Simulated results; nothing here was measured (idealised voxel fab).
process module | voxel transistor to metal
cross-section cut | 210 nm wide | cells 5 nm
A cross-section is a grid of square cells, given in bands from the top down. A band is one or more rows of cells.
Each band's line starts with the height of the band's top and of its bottom, in nm. Then come its materials from left to right, each with its width in nm. One material with "throughout" fills the band from edge to edge. "air" is empty space.
Height 0 is the level under which the wafer as received is all one material. The lowest band goes on downwards, as in "0 down".
A width such as "30 to 40" changes by the same amount from each row of cells to the next, from the band's top row to its bottom row.
"no change" after a step means that no cell of the cross-section changed.
closed voids: empty space of 8 cells or more with no open way to the top, each as width x height at its distance from the left edge, in nm
after a step's settings: what the simulator itself notes on the step
overlay nm, on a step with a mask: how far to the right of its planned place the mask lay; to the left if negative
plan
1 op RECEIVE | material Si
2 op CONFORMAL_DEP | material SiO2 | thk nm 5
3 op CONFORMAL_DEP | material SiN | thk nm 10
4 op DIRECTIONAL_DEP | material aC | thk nm 10
5 op PATTERN | tone cover | mask id ACTIVE | material resist | width nm 135 | thk nm 30 | overlay nm 0
6 op DIRECTIONAL_ETCH | etch materials aC | depth nm 10
7 op STRIP | etch materials resist
8 op DIRECTIONAL_ETCH | etch materials SiN | depth nm 10
9 op DIRECTIONAL_ETCH | etch materials SiO2 | depth nm 5
10 op DIRECTIONAL_ETCH | etch materials Si | depth nm 25
11 op STRIP | etch materials aC
12 op OXIDIZE | depth nm 5
13 op FILL_DEP | material SiO2 | thk nm 15
14 op CMP | height nm 15
15 op SELECTIVE_ETCH | etch materials SiO2 | depth nm 5
16 op STRIP | etch materials SiN
17 op SELECTIVE_ETCH | etch materials SiO2 | depth nm 5
18 op OXIDIZE | depth nm 5
19 op DIRECTIONAL_DEP | material polySi | thk nm 20
20 op DIRECTIONAL_DEP | material SiCN | thk nm 15
21 op DIRECTIONAL_DEP | material aC | thk nm 10
22 op PATTERN | tone cover | mask id GATE | material resist | width nm 35 | thk nm 25 | overlay nm -15
23 op DIRECTIONAL_ETCH | etch materials aC | depth nm 10
24 op STRIP | etch materials resist
25 op DIRECTIONAL_ETCH | etch materials SiCN | depth nm 25
26 op DIRECTIONAL_ETCH | etch materials polySi | depth nm 30
27 op STRIP | etch materials aC
28 op CONFORMAL_DEP | material SiO2 | thk nm 5
29 op DIRECTIONAL_ETCH | etch materials SiO2 | depth nm 5
30 op CONFORMAL_DEP | material SiN | thk nm 5
31 op DIRECTIONAL_ETCH | etch materials SiN | depth nm 5
32 op DIRECTIONAL_ETCH | etch materials SiO2 | depth nm 5
33 op EPI | material pSi | thk nm 5
34 op FILL_DEP | material SiO2 | thk nm 10
35 op CMP | height nm 20
36 op STRIP | etch materials polySi
37 op SELECTIVE_ETCH | etch materials SiO2 | depth nm 5
38 op CONFORMAL_DEP | material HfO2 | thk nm 5
39 op CONFORMAL_DEP | material TiN | thk nm 5
40 op FILL_DEP | material W | thk nm 10
41 op CMP | height nm 15
42 op DIRECTIONAL_DEP | material SiO2 | thk nm 15
43 op MASKED_ETCH | tone open | mask id CONTACT | width nm 20 | pitch nm 95 | etch materials SiO2 | depth nm 30 | overlay nm 0
44 op CONFORMAL_DEP | material TiN | thk nm 5
45 op FILL_DEP | material W | thk nm 10
46 op CMP | height nm 30
47 op CONFORMAL_DEP | material SiN | thk nm 5
48 op DIRECTIONAL_DEP | material SiO2 | thk nm 15
49 op PATTERN | tone open | mask id METAL_1 | material resist | width nm 20 | pitch nm 95 | thk nm 20 | overlay nm 0
50 op DIRECTIONAL_ETCH | etch materials SiO2 | depth nm 15
51 op DIRECTIONAL_ETCH | etch materials SiN | depth nm 5
52 op STRIP | etch materials resist
53 op CONFORMAL_DEP | material TiN | thk nm 5
54 op FILL_DEP | material Cu | thk nm 10
55 op CMP | height nm 50
56 op EPI | material Ru | thk nm 5
57 op FILL_DEP | material SiCN | thk nm 5
varied across the wafers: overlay nm of step 22. The plan shows the first wafer's value. All wafers start alike
first wafer as received, after step 1
  0 down: Si throughout
  closed voids: none
first wafer at the end, after step 57
  60 to 55: SiCN throughout
  55 to 50: SiCN 40 | Ru 30 | SiCN 65 | Ru 30 | SiCN 45
  50 to 35: SiO2 45 | TiN 5 | Cu 10 | TiN 5 | SiO2 75 | TiN 5 | Cu 10 | TiN 5 | SiO2 50
  35 to 30: SiN 45 | TiN 20 | SiN 75 | TiN 20 | SiN 50
  30 to 20: SiO2 45 | TiN 5 | W 10 | TiN 5 | SiO2 75 | TiN 5 | W 10 | TiN 5 | SiO2 50
  20 to 15: SiO2 45 | TiN 5 | W 5 | TiN 10 | SiO2 75 | TiN 5 | W 10 | TiN 5 | SiO2 50
  15 to 5: SiO2 45 | TiN 5 | W 5 | TiN 5 | SiN 5 | HfO2 5 | TiN 5 | W 25 | TiN 5 | HfO2 5 | SiN 5 | SiO2 25 | TiN 5 | W 10 | TiN 5 | SiO2 50
  5 to 0: SiO2 35 | SiN 5 | SiO2 5 | TiN 15 | SiN 5 | HfO2 5 | TiN 35 | HfO2 5 | SiN 5 | SiO2 25 | TiN 20 | SiO2 5 | SiN 5 | SiO2 40
  0 to -5: SiO2 40 | pSi 20 | SiO2 5 | HfO2 45 | SiO2 5 | pSi 50 | SiO2 45
  -5 to -30: SiO2 40 | Si 125 | SiO2 45
  -30 down: Si throughout
  closed voids: none
last wafer at the end
  60 to 55: SiCN throughout
  55 to 50: SiCN 40 | Ru 30 | SiCN 65 | Ru 30 | SiCN 45
  50 to 35: SiO2 45 | TiN 5 | Cu 10 | TiN 5 | SiO2 75 | TiN 5 | Cu 10 | TiN 5 | SiO2 50
  35 to 30: SiN 45 | TiN 20 | SiN 75 | TiN 20 | SiN 50
  30 to 20: SiO2 45 | TiN 5 | W 10 | TiN 5 | SiO2 75 | TiN 5 | W 10 | TiN 5 | SiO2 50
  20 to 15: SiO2 45 | TiN 5 | W 10 | TiN 5 | SiO2 75 | TiN 10 | W 5 | TiN 5 | SiO2 50
  15 to 5: SiO2 45 | TiN 5 | W 10 | TiN 5 | SiO2 25 | SiN 5 | HfO2 5 | TiN 5 | W 25 | TiN 5 | HfO2 5 | SiN 5 | TiN 5 | W 5 | TiN 5 | SiO2 50
  5 to 0: SiO2 35 | SiN 5 | SiO2 5 | TiN 20 | SiO2 25 | SiN 5 | HfO2 5 | TiN 35 | HfO2 5 | SiN 5 | TiN 15 | SiO2 5 | SiN 5 | SiO2 40
  0 to -5: SiO2 40 | pSi 50 | SiO2 5 | HfO2 45 | SiO2 5 | pSi 20 | SiO2 45
  -5 to -30: SiO2 40 | Si 125 | SiO2 45
  -30 down: Si throughout
  closed voids: none
each wafer at the end: cells of each material gained (+) or lost (-) since it was received, then its closed voids
overlay nm -15 | +12 Cu | +15 HfO2 | +12 Ru | -127 Si | +72 SiCN | +42 SiN | +378 SiO2 | +59 TiN | +27 W | +14 pSi | closed voids: none
overlay nm -10 | +12 Cu | +15 HfO2 | +12 Ru | -127 Si | +72 SiCN | +42 SiN | +375 SiO2 | +59 TiN | +30 W | +14 pSi | closed voids: none
overlay nm -5 | +12 Cu | +15 HfO2 | +12 Ru | -127 Si | +72 SiCN | +42 SiN | +375 SiO2 | +59 TiN | +30 W | +14 pSi | closed voids: none
overlay nm 0 | +12 Cu | +15 HfO2 | +12 Ru | -127 Si | +72 SiCN | +42 SiN | +375 SiO2 | +59 TiN | +30 W | +14 pSi | closed voids: none
overlay nm 5 | +12 Cu | +15 HfO2 | +12 Ru | -127 Si | +72 SiCN | +42 SiN | +375 SiO2 | +59 TiN | +30 W | +14 pSi | closed voids: none
overlay nm 10 | +12 Cu | +15 HfO2 | +12 Ru | -127 Si | +72 SiCN | +42 SiN | +375 SiO2 | +59 TiN | +30 W | +14 pSi | closed voids: none
overlay nm 15 | +12 Cu | +15 HfO2 | +12 Ru | -127 Si | +72 SiCN | +42 SiN | +378 SiO2 | +59 TiN | +27 W | +14 pSi | closed voids: none
